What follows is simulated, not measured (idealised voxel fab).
process module | voxel self aligned contacts
cross-section cut | 280 nm wide | cells 5 nm
A cross-section is a grid of square cells, given in bands from the top down. A band is one or more rows of cells.
Each band's line starts with the height of the band's top and of its bottom, in nm. Then come its materials from left to right, each with its width in nm. One material with "throughout" fills the band from edge to edge. "air" is empty space.
Height 0 is the level under which the wafer as received is all one material. The lowest band goes on downwards, as in "0 down".
A width such as "30 to 40" changes by the same amount from each row of cells to the next, from the band's top row to its bottom row.
"no change" after a step means that no cell of the cross-section changed.
closed voids: empty space of 8 cells or more with no open way to the top, each as width x height at its distance from the left edge, in nm
after a step's settings: what the simulator itself notes on the step
overlay nm, on a step with a mask: how far to the right of its planned place the mask lay; to the left if negative
plan
1 op RECEIVE | material Si
2 op CONFORMAL_DEP | material SiO2 | thk nm 5
3 op DIRECTIONAL_DEP | material polySi | thk nm 20
4 op DIRECTIONAL_DEP | material SiN | thk nm 20
5 op MASKED_ETCH | tone cover | mask id GATE | width nm 25 | pitch nm 55 | etch materials SiN | depth nm 20 | overlay nm 0
6 op MASKED_ETCH | tone cover | mask id GATE | width nm 25 | pitch nm 55 | etch materials polySi | depth nm 20 | overlay nm 0
7 op CONFORMAL_DEP | material SiN | thk nm 5
8 op DIRECTIONAL_ETCH | etch materials SiN | depth nm 5
9 op FILL_DEP | material SiO2 | thk nm 15
10 op CMP | height nm 50
11 op MASKED_ETCH | tone open | mask id CONTACT | width nm 40 | pitch nm 55 | etch materials SiO2 | depth nm 50 | overlay nm 0
12 op CONFORMAL_DEP | material TiN | thk nm 5
13 op FILL_DEP | material W | thk nm 5
14 op CMP | height nm 50
15 op CONFORMAL_DEP | material SiCN | thk nm 5
first wafer, as planned
as received, after step 1
  0 down: Si throughout
  closed voids: none
after step 2
  5 to 0: SiO2 throughout
  below 0: unchanged
after step 3
  25 to 5: polySi throughout
  below 5: unchanged
after step 4
  45 to 25: SiN throughout
  below 25: unchanged
after step 5
  45 to 25: air 70 | SiN 25 | air 30 | SiN 25 | air 30 | SiN 25 | air 75
  below 25: unchanged
after step 6
  45 to 25: air 70 | SiN 25 | air 30 | SiN 25 | air 30 | SiN 25 | air 75
  25 to 5: air 70 | polySi 25 | air 30 | polySi 25 | air 30 | polySi 25 | air 75
  below 5: unchanged
after step 7
  50 to 25: air 65 | SiN 35 | air 20 | SiN 35 | air 20 | SiN 35 | air 70
  25 to 10: air 65 | SiN 5 | polySi 25 | SiN 5 | air 20 | SiN 5 | polySi 25 | SiN 5 | air 20 | SiN 5 | polySi 25 | SiN 5 | air 70
  10 to 5: SiN 70 | polySi 25 | SiN 30 | polySi 25 | SiN 30 | polySi 25 | SiN 75
  below 5: unchanged
after step 8
  45 to 25: air 65 | SiN 35 | air 20 | SiN 35 | air 20 | SiN 35 | air 70
  25 to 5: air 65 | SiN 5 | polySi 25 | SiN 5 | air 20 | SiN 5 | polySi 25 | SiN 5 | air 20 | SiN 5 | polySi 25 | SiN 5 | air 70
  below 5: unchanged
after step 9
  60 to 45: SiO2 throughout
  45 to 25: SiO2 65 | SiN 35 | SiO2 20 | SiN 35 | SiO2 20 | SiN 35 | SiO2 70
  25 to 5: SiO2 65 | SiN 5 | polySi 25 | SiN 5 | SiO2 20 | SiN 5 | polySi 25 | SiN 5 | SiO2 20 | SiN 5 | polySi 25 | SiN 5 | SiO2 70
  below 5: unchanged
after step 10
  50 to 45: SiO2 throughout
  below 45: unchanged
after step 11
  50 to 45: SiO2 90 | air 40 | SiO2 15 | air 40 | SiO2 95
  45 to 25: SiO2 65 | SiN 35 | air 20 | SiN 35 | air 20 | SiN 35 | SiO2 70
  25 to 5: SiO2 65 | SiN 5 | polySi 25 | SiN 5 | air 20 | SiN 5 | polySi 25 | SiN 5 | air 20 | SiN 5 | polySi 25 | SiN 5 | SiO2 70
  5 to 0: SiO2 100 | air 20 | SiO2 35 | air 20 | SiO2 105
  below 0: unchanged
after step 12
  55 to 50: TiN 95 | air 30 | TiN 25 | air 30 | TiN 100
  50 to 45: SiO2 90 | TiN 15 | air 10 | TiN 15 | SiO2 15 | TiN 15 | air 10 | TiN 15 | SiO2 95
  45 to 25: SiO2 65 | SiN 35 | TiN 5 | air 10 | TiN 5 | SiN 35 | TiN 5 | air 10 | TiN 5 | SiN 35 | SiO2 70
  25 to 5: SiO2 65 | SiN 5 | polySi 25 | SiN 5 | TiN 5 | air 10 | TiN 5 | SiN 5 | polySi 25 | SiN 5 | TiN 5 | air 10 | TiN 5 | SiN 5 | polySi 25 | SiN 5 | SiO2 70
  5 to 0: SiO2 100 | TiN 20 | SiO2 35 | TiN 20 | SiO2 105
  below 0: unchanged
after step 13
  60 to 55: W throughout
  55 to 50: TiN 95 | W 30 | TiN 25 | W 30 | TiN 100
  50 to 45: SiO2 90 | TiN 15 | W 10 | TiN 15 | SiO2 15 | TiN 15 | W 10 | TiN 15 | SiO2 95
  45 to 25: SiO2 65 | SiN 35 | TiN 5 | W 10 | TiN 5 | SiN 35 | TiN 5 | W 10 | TiN 5 | SiN 35 | SiO2 70
  25 to 5: SiO2 65 | SiN 5 | polySi 25 | SiN 5 | TiN 5 | W 10 | TiN 5 | SiN 5 | polySi 25 | SiN 5 | TiN 5 | W 10 | TiN 5 | SiN 5 | polySi 25 | SiN 5 | SiO2 70
  below 5: unchanged
after step 14
  50 to 45: SiO2 90 | TiN 15 | W 10 | TiN 15 | SiO2 15 | TiN 15 | W 10 | TiN 15 | SiO2 95
  below 45: unchanged
after step 15
  55 to 50: SiCN throughout
  below 50: unchanged
second wafer: like start, like plan, one mistake. Through step 4 it matches the first wafer
when step 5 should have ended
  45 to 25: SiN 70 | air 25 | SiN 30 | air 25 | SiN 30 | air 25 | SiN 75
  below 25: unchanged
when step 6 should have ended: no change
when step 7 should have ended
  50 to 30: SiN 75 | air 15 | SiN 40 | air 15 | SiN 40 | air 15 | SiN 80
  30 to 25: SiN throughout
  below 25: unchanged
when step 8 should have ended
  45 to 25: SiN 75 | air 15 | SiN 40 | air 15 | SiN 40 | air 15 | SiN 80
  below 25: unchanged
when step 9 should have ended
  60 to 45: SiO2 throughout
  45 to 25: SiN 75 | SiO2 15 | SiN 40 | SiO2 15 | SiN 40 | SiO2 15 | SiN 80
  below 25: unchanged
when step 10 should have ended
  50 to 45: SiO2 throughout
  below 45: unchanged
when step 11 should have ended
  50 to 45: SiO2 90 | air 40 | SiO2 15 | air 40 | SiO2 95
  below 45: unchanged
when step 12 should have ended
  55 to 50: TiN 95 | air 30 | TiN 25 | air 30 | TiN 100
  50 to 45: SiO2 90 | TiN 40 | SiO2 15 | TiN 40 | SiO2 95
  below 45: unchanged
when step 13 should have ended
  60 to 55: W throughout
  55 to 50: TiN 95 | W 30 | TiN 25 | W 30 | TiN 100
  below 50: unchanged
when step 14 should have ended
  50 to 45: SiO2 90 | TiN 40 | SiO2 15 | TiN 40 | SiO2 95
  below 45: unchanged
when step 15 should have ended
  55 to 50: SiCN throughout
  below 50: unchanged
what went wrong: step 5 ran as: op MASKED_ETCH | tone open | mask id GATE | width nm 25 | pitch nm 55 | etch materials SiN | depth nm 20 | overlay nm 0
at the end the second wafer has, in cells: 80 more of SiN | 172 fewer of SiO2 | 36 fewer of TiN | 36 fewer of W | 164 more of polySi
